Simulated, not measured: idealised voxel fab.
The name of this process module is voxel capacitor over wiring.
Displayed cross-section: cut, width of 170 nm, square cells sized 5 nm.
Reading order for cross-sections: top band down to bottom band. Underlying form: a grid of square cells. Band size: one or more rows of cells.
Basically the band line says how high the top is and how high the bottom is, in nm, and then what's in it from left to right, every material with its width in nm. Empty space shows up as "air", and if a single material carries "full width" it runs the full band edge to edge.
Heights are measured from 0, the level below which the as-received wafer is all one material; the lowest band has no bottom and continues downward, written as in "0 down".
A width such as "30 to 40" changes by the same amount from each row of cells to the next, from the band's top row to its bottom row.
The designation "nothing was modified", where it is given for a processing step, indicates that no cell of the cross-section was altered in the course of that step.
Empty spaces counting at least 8 cells and having no open way to the top are listed in "Sealed void listing". The notation width x height at distance is used for each, the distance being from the left edge and all three values in nm.
Formally, on a step line, whatever follows the settings is a remark that the simulator itself makes on the step.
overlay nm: mask right of planned place by this much (step with mask). Neg. = left.
The planned process steps are enumerated hereunder
1) RECEIVE, material Si
2) CONFORMAL_DEP, material SiO2, thk nm 10
3) DIRECTIONAL_DEP, material TiN, thk nm 5
4) DIRECTIONAL_DEP, material Ru, thk nm 15
5) MASKED_ETCH, tone cover, mask id METAL_1, width nm 20, pitch nm 80, etch materials Ru, depth nm 15, overlay nm 0
6) MASKED_ETCH, tone cover, mask id METAL_1, width nm 15, pitch nm 80, etch materials TiN, depth nm 5, overlay nm 0
7) FILL_DEP, material SiO2, thk nm 5
8) CMP, height nm 30
9) CONFORMAL_DEP, material SiCN, thk nm 5
10) DIRECTIONAL_DEP, material SiO2, thk nm 10
11) DIRECTIONAL_DEP, material aC, thk nm 10
12) PATTERN, tone open, mask id PLUG_1, material resist, width nm 15, thk nm 25, overlay nm 0
13) DIRECTIONAL_ETCH, etch materials aC, depth nm 10
14) STRIP, etch materials resist
15) DIRECTIONAL_ETCH, etch materials SiO2, depth nm 10
16) DIRECTIONAL_ETCH, etch materials SiCN, depth nm 5
17) STRIP, etch materials aC
18) CONFORMAL_DEP, material TiN, thk nm 5
19) FILL_DEP, material Cu, thk nm 5
20) CMP, height nm 45
21) DIRECTIONAL_DEP, material TiN, thk nm 10
22) DIRECTIONAL_DEP, material Al2O3, thk nm 5
23) DIRECTIONAL_DEP, material TiN, thk nm 10
24) MASKED_ETCH, tone cover, mask id UPPER_PLATE, width nm 65, etch materials TiN, depth nm 10, overlay nm 0
25) MASKED_ETCH, tone cover, mask id UPPER_PLATE, width nm 65, etch materials Al2O3, depth nm 5, overlay nm 0
26) PATTERN, tone cover, mask id LOWER_PLATE, material resist, width nm 75, thk nm 20, overlay nm 0
27) DIRECTIONAL_ETCH, etch materials TiN, depth nm 10
28) STRIP, etch materials resist
29) FILL_DEP, material SiO2, thk nm 15
30) CMP, height nm 80
31) PATTERN, tone open, mask id PLUG_2, material resist, width nm 15, thk nm 20, overlay nm 0
32) DIRECTIONAL_ETCH, etch materials SiO2, depth nm 10
33) STRIP, etch materials resist
34) CONFORMAL_DEP, material TiN, thk nm 5
35) FILL_DEP, material Ru, thk nm 10
36) CMP, height nm 80
37) CONFORMAL_DEP, material SiN, thk nm 5
Keep in mind the plan's value for the width nm of step 6 comes from the first wafer; the wafers don't share that setting, but they do share the same starting point.
This is how the first of several wafers looked in cross-section when it arrived, which is after step 1
- 0 down  Si full width
- Sealed void listing: none
Quick look at the cross-section of the first of several wafers after step 37, which wraps up the module
- 85 to 80  SiN full width
- 80 to 75  SiO2 50  TiN 5  Ru 5  TiN 5  SiO2 105
- 75 to 70  SiO2 50  TiN 15  SiO2 105
- 70 to 60  SiO2 40  TiN 65  SiO2 65
- 60 to 55  SiO2 40  Al2O3 65  SiO2 65
- 55 to 45  SiO2 35  TiN 75  SiO2 60
- 45 to 35  SiO2 40  TiN 5  Cu 5  TiN 5  SiO2 115
- 35 to 30  SiCN 40  TiN 15  SiCN 115
- 30 to 15  SiO2 35  Ru 20  SiO2 60  Ru 20  SiO2 35
- 15 to 10  SiO2 35  TiN 20  SiO2 60  TiN 20  SiO2 35
- 10 to 0  SiO2 full width
- 0 down  Si full width
- Sealed void listing: none
Cross-section of the last wafer at end of module
- 85 to 80  SiN full width
- 80 to 75  SiO2 50  TiN 5  Ru 5  TiN 5  SiO2 105
- 75 to 70  SiO2 50  TiN 15  SiO2 105
- 70 to 60  SiO2 40  TiN 65  SiO2 65
- 60 to 55  SiO2 40  Al2O3 65  SiO2 65
- 55 to 45  SiO2 35  TiN 75  SiO2 60
- 45 to 35  SiO2 40  TiN 5  Cu 5  TiN 5  SiO2 115
- 35 to 30  SiCN 40  TiN 15  SiCN 115
- 30 to 15  SiO2 35  Ru 20  SiO2 60  Ru 20  SiO2 35
- 15 to 10  SiO2 30  TiN 35  SiO2 45  TiN 35  SiO2 25
- 10 to 0  SiO2 full width
- 0 down  Si full width
- Sealed void listing: none
What follows is a table in which each wafer occupies a row; for the wafer as it stands at the close of the module, the row states, material by material, how many cells have been gained (+) or lost (-) since receipt, and then gives its closed voids
width nm 15, +13 Al2O3, +2 Cu, +25 Ru, +31 SiCN, +34 SiN, +397 SiO2, +76 TiN, Sealed void listing: none
width nm 20, +13 Al2O3, +2 Cu, +25 Ru, +31 SiCN, +34 SiN, +397 SiO2, +76 TiN, Sealed void listing: none
width nm 25, +13 Al2O3, +2 Cu, +25 Ru, +31 SiCN, +34 SiN, +395 SiO2, +78 TiN, Sealed void listing: none
width nm 30, +13 Al2O3, +2 Cu, +25 Ru, +31 SiCN, +34 SiN, +393 SiO2, +80 TiN, Sealed void listing: none
width nm 35, +13 Al2O3, +2 Cu, +25 Ru, +31 SiCN, +34 SiN, +391 SiO2, +82 TiN, Sealed void listing: none
